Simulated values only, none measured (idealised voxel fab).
process module | voxel ribs on slabs
220 nm wide, 5 nm square cells: that's cross-section cut.
A cross-section in this document is a grid of square cells, and it is written down as bands, the top band listed before the ones below it; a band is made up of one or more rows of cells.
Heads up on the band format: heights come first, top then bottom, in nm. After that it's the materials left to right, each with its width in nm. A single material flagged "all across" fills the whole band edge to edge, and "blank" means there's empty space there.
All heights in this document are referenced to 0, defined as the level beneath which the wafer, as received, consists entirely of one material. The lowest band is not bounded below; it extends indefinitely downward and is written in the form "top 0, no bottom".
Width spec "30 to 40" -> top row of cells at first value, bottom row at second value, equal per-row change in between.
Key: "stayed the same" - step with no changed cell in the cross-section.
Entry "Cavities, sealed" = empty spaces >= 8 cells with no open way to the top; each as width x height at distance, distance from left edge, all nm.
Heads up: the bit after the settings on a step's line is the simulator's remark on that step.
overlay nm: mask offset rightward from planned place, masked step; negative means leftward offset.
### This section lists the process steps that were planned
| 1 | RECEIVE, material Si |
| 2 | DIRECTIONAL_DEP, material SiO2, thk nm 30 |
| 3 | DIRECTIONAL_DEP, material polySi, thk nm 15 |
| 4 | PATTERN, tone cover, mask id RIB, material resist, width nm 20, thk nm 15, overlay nm 0 |
| 5 | DIRECTIONAL_ETCH, etch materials polySi, depth nm 10 |
| 6 | STRIP, etch materials resist |
| 7 | MASKED_ETCH, tone cover, mask id SLAB, width nm 70, etch materials polySi, depth nm 5, overlay nm 0 |
| 8 | FILL_DEP, material SiO2, thk nm 15 |
| 9 | CMP, height nm 55 |
| 10 | DIRECTIONAL_DEP, material TiN, thk nm 5 |
| 11 | DIRECTIONAL_DEP, material aC, thk nm 15 |
| 12 | PATTERN, tone cover, mask id HEATER, material resist, width nm 30, thk nm 35, overlay nm 0 |
| 13 | DIRECTIONAL_ETCH, etch materials aC, depth nm 15 |
| 14 | STRIP, etch materials resist |
| 15 | DIRECTIONAL_ETCH, etch materials TiN, depth nm 5 |
| 16 | STRIP, etch materials aC |
| 17 | CONFORMAL_DEP, material SiO2, thk nm 5 |
### as received, after step 1
> top 0, no bottom: Si all across
> Cavities, sealed: none
### Sectioned view, first of two wafers, at the close of the module, processed as intended in the plan
> top 65, bottom 60: 90 of blank  40 of SiO2  90 of blank
> top 60, bottom 55: 95 of SiO2  30 of TiN  95 of SiO2
> top 55, bottom 45: SiO2 all across
> top 45, bottom 35: 100 of SiO2  20 of polySi  100 of SiO2
> top 35, bottom 30: 75 of SiO2  70 of polySi  75 of SiO2
> top 30, bottom 0: SiO2 all across
> top 0, no bottom: Si all across
> Cavities, sealed: none
### Cross-section of the latter of the two wafers at module completion. It had an identical start and an identical plan to the former; in running it, one mistake was made
> top 60, bottom 55: 95 of blank  30 of TiN  95 of blank
> top 55, bottom 45: SiO2 all across
> top 45, bottom 35: 100 of SiO2  20 of polySi  100 of SiO2
> top 35, bottom 30: 75 of SiO2  70 of polySi  75 of SiO2
> top 30, bottom 0: SiO2 all across
> top 0, no bottom: Si all across
> Cavities, sealed: none
Where did the run depart from the plan? plan step 17 skipped
Final comparison by cell count, materials where the second wafer has more or fewer than the first: -46 SiO2
